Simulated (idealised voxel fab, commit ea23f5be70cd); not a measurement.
process module | voxel released beams
cross-section cut | 180 nm wide | cells 5 nm
A cross-section is a grid of square cells, given in bands from the top down. A band is one or more rows of cells.
Each band's line starts with the height of the band's top and of its bottom, in nm. Then come its materials from left to right, each with its width in nm. One material with "throughout" fills the band from edge to edge. "air" is empty space.
Height 0 is the level under which the wafer as received is all one material. The lowest band goes on downwards, as in "0 down".
A width such as "30 to 40" changes by the same amount from each row of cells to the next, from the band's top row to its bottom row.
"no change" after a step means that no cell of the cross-section changed.
closed voids: empty space of 8 cells or more with no open way to the top, each as width x height at its distance from the left edge, in nm
after a step's settings: what the simulator itself notes on the step
overlay nm, on a step with a mask: how far to the right of its planned place the mask lay; to the left if negative
plan
1 op RECEIVE | material Si
2 op CONFORMAL_DEP | material SiN | thk nm 5
3 op DIRECTIONAL_DEP | material SiO2 | thk nm 10
4 op MASKED_ETCH | tone open | mask id ANCHOR | width nm 35 | etch materials SiO2 | depth nm 10 | overlay nm 0
5 op CONFORMAL_DEP | material TiN | thk nm 10
6 op MASKED_ETCH | tone cover | mask id BEAM | width nm 80 | etch materials TiN | depth nm 10 | overlay nm 0
7 op STRIP | etch materials SiO2
as received, after step 1
  0 down: Si throughout
  closed voids: none
first wafer at the end, as planned
  25 to 15: air 45 | TiN 15 | air 15 | TiN 50 | air 55
  15 to 5: air 50 | TiN 35 | air 95
  5 to 0: SiN throughout
  0 down: Si throughout
  closed voids: none
second wafer at the end: like start, like plan, one mistake
  15 to 5: air 45 | TiN 80 | air 55
  5 to 0: SiN throughout
  0 down: Si throughout
  closed voids: none
what went wrong: step 3 was left out
at the end the second wafer has, in cells: 8 fewer of TiN
